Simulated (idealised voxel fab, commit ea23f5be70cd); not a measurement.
Name of the process module below: voxel trench capacitor
Each square cell in cross-section cut measures 5 nm, and the section as a whole is 235 nm wide.
Cross-section, as written here: a square-cell grid given band by band from the top down, where a band holds one or more rows of cells.
Quick guide to a band line: top height, bottom height (nm) up front; then every material left to right with its width in nm. Only one material and it's marked "edge to edge"? Then it fills the band edge to edge. And "air" just means empty space.
Zero point of the height axis is 0; under it, received wafer = one material. Lowest band: continues down indefinitely, "0..down".
Width: "30 to 40" (first number = top row, second number = bottom row, same change from row to row of cells).
A step reported as "no change occurred" is a step in which no cell of the cross-section changed.
"Completely sealed voids" contains a list of empty spaces, each no smaller than 8 cells and without an open way to the top, written in the form width x height at distance with the distance from the left edge and all three in nm.
Read whatever lies past the settings on a step's line as the simulator's own remark about the step.
overlay nm: for a step with a mask, the amount by which the mask lay right of where it was planned; a negative amount means left of it.
Process steps - plan:
1,RECEIVE with material Si
2,CONFORMAL_DEP with material SiN, thk nm 5
3,MASKED_ETCH with tone open, mask id TRENCH, width nm 25, pitch nm 40, etch materials SiN, depth nm 5, overlay nm 0
4,MASKED_ETCH with tone open, mask id TRENCH, width nm 25, pitch nm 40, etch materials Si, depth nm 35, overlay nm 0
5,CONFORMAL_DEP with material HfO2, thk nm 5
6,CONFORMAL_DEP with material TiN, thk nm 5
7,FILL_DEP with material W, thk nm 10
8,CMP with height nm 5
First wafer, as planned:
This is the cross-section of the wafer as we received it, i.e. after step 1:
	0..down  Si edge to edge
	Completely sealed voids: none
Step 2 done - wafer cross-section:
	5..0  SiN edge to edge
	Lower than 0, everything is as it was.
Step 3 done - wafer cross-section:
	5..0  SiN 65 / air 25 / SiN 15 / air 25 / SiN 15 / air 25 / SiN 65
	Lower than 0, everything is as it was.
Step 4 done - wafer cross-section:
	5..0  SiN 65 / air 25 / SiN 15 / air 25 / SiN 15 / air 25 / SiN 65
	0..-35  Si 65 / air 25 / Si 15 / air 25 / Si 15 / air 25 / Si 65
	Lower than -35, everything is as it was.
Step 5 done - wafer cross-section:
	10..5  HfO2 70 / air 15 / HfO2 25 / air 15 / HfO2 25 / air 15 / HfO2 70
	5..0  SiN 65 / HfO2 5 / air 15 / HfO2 5 / SiN 15 / HfO2 5 / air 15 / HfO2 5 / SiN 15 / HfO2 5 / air 15 / HfO2 5 / SiN 65
	0..-30  Si 65 / HfO2 5 / air 15 / HfO2 5 / Si 15 / HfO2 5 / air 15 / HfO2 5 / Si 15 / HfO2 5 / air 15 / HfO2 5 / Si 65
	-30..-35  Si 65 / HfO2 25 / Si 15 / HfO2 25 / Si 15 / HfO2 25 / Si 65
	Lower than -35, everything is as it was.
Step 6 done - wafer cross-section:
	15..10  TiN 75 / air 5 / TiN 35 / air 5 / TiN 35 / air 5 / TiN 75
	10..5  HfO2 70 / TiN 5 / air 5 / TiN 5 / HfO2 25 / TiN 5 / air 5 / TiN 5 / HfO2 25 / TiN 5 / air 5 / TiN 5 / HfO2 70
	5..0  SiN 65 / HfO2 5 / TiN 5 / air 5 / TiN 5 / HfO2 5 / SiN 15 / HfO2 5 / TiN 5 / air 5 / TiN 5 / HfO2 5 / SiN 15 / HfO2 5 / TiN 5 / air 5 / TiN 5 / HfO2 5 / SiN 65
	0..-25  Si 65 / HfO2 5 / TiN 5 / air 5 / TiN 5 / HfO2 5 / Si 15 / HfO2 5 / TiN 5 / air 5 / TiN 5 / HfO2 5 / Si 15 / HfO2 5 / TiN 5 / air 5 / TiN 5 / HfO2 5 / Si 65
	-25..-30  Si 65 / HfO2 5 / TiN 15 / HfO2 5 / Si 15 / HfO2 5 / TiN 15 / HfO2 5 / Si 15 / HfO2 5 / TiN 15 / HfO2 5 / Si 65
	Lower than -30, everything is as it was.
Step 7 done - wafer cross-section:
	25..15  W edge to edge
	15..10  TiN 75 / W 5 / TiN 35 / W 5 / TiN 35 / W 5 / TiN 75
	10..5  HfO2 70 / TiN 5 / W 5 / TiN 5 / HfO2 25 / TiN 5 / W 5 / TiN 5 / HfO2 25 / TiN 5 / W 5 / TiN 5 / HfO2 70
	5..0  SiN 65 / HfO2 5 / TiN 5 / W 5 / TiN 5 / HfO2 5 / SiN 15 / HfO2 5 / TiN 5 / W 5 / TiN 5 / HfO2 5 / SiN 15 / HfO2 5 / TiN 5 / W 5 / TiN 5 / HfO2 5 / SiN 65
	0..-25  Si 65 / HfO2 5 / TiN 5 / W 5 / TiN 5 / HfO2 5 / Si 15 / HfO2 5 / TiN 5 / W 5 / TiN 5 / HfO2 5 / Si 15 / HfO2 5 / TiN 5 / W 5 / TiN 5 / HfO2 5 / Si 65
	Lower than -25, everything is as it was.
Step 8 done - wafer cross-section:
	5..0  SiN 65 / HfO2 5 / TiN 5 / W 5 / TiN 5 / HfO2 5 / SiN 15 / HfO2 5 / TiN 5 / W 5 / TiN 5 / HfO2 5 / SiN 15 / HfO2 5 / TiN 5 / W 5 / TiN 5 / HfO2 5 / SiN 65
	Lower than 0, everything is as it was.
Second wafer: same start and same plan as the first, one execution error; identical to the first through step 1:
The second wafer cut through, at the time step 2 was supposed to be finished:
	5..0  W edge to edge
	Lower than 0, everything is as it was.
The second wafer cut through, at the time step 3 was supposed to be finished: no change occurred
The second wafer cut through, at the time step 4 was supposed to be finished: no change occurred
The second wafer cut through, at the time step 5 was supposed to be finished:
	10..5  HfO2 edge to edge
	Lower than 5, everything is as it was.
The second wafer cut through, at the time step 6 was supposed to be finished:
	15..10  TiN edge to edge
	Lower than 10, everything is as it was.
The second wafer cut through, at the time step 7 was supposed to be finished:
	25..15  W edge to edge
	Lower than 15, everything is as it was.
The second wafer cut through, at the time step 8 was supposed to be finished:
	5..0  W edge to edge
	Lower than 0, everything is as it was.
Error vs. plan: step 2 did not happen as planned, as run it was CONFORMAL_DEP with material W, thk nm 5
Final wafer comparison in cells, second versus first, more or fewer per material: -57 HfO2 | +105 Si | -32 SiN | -45 TiN | +29 W
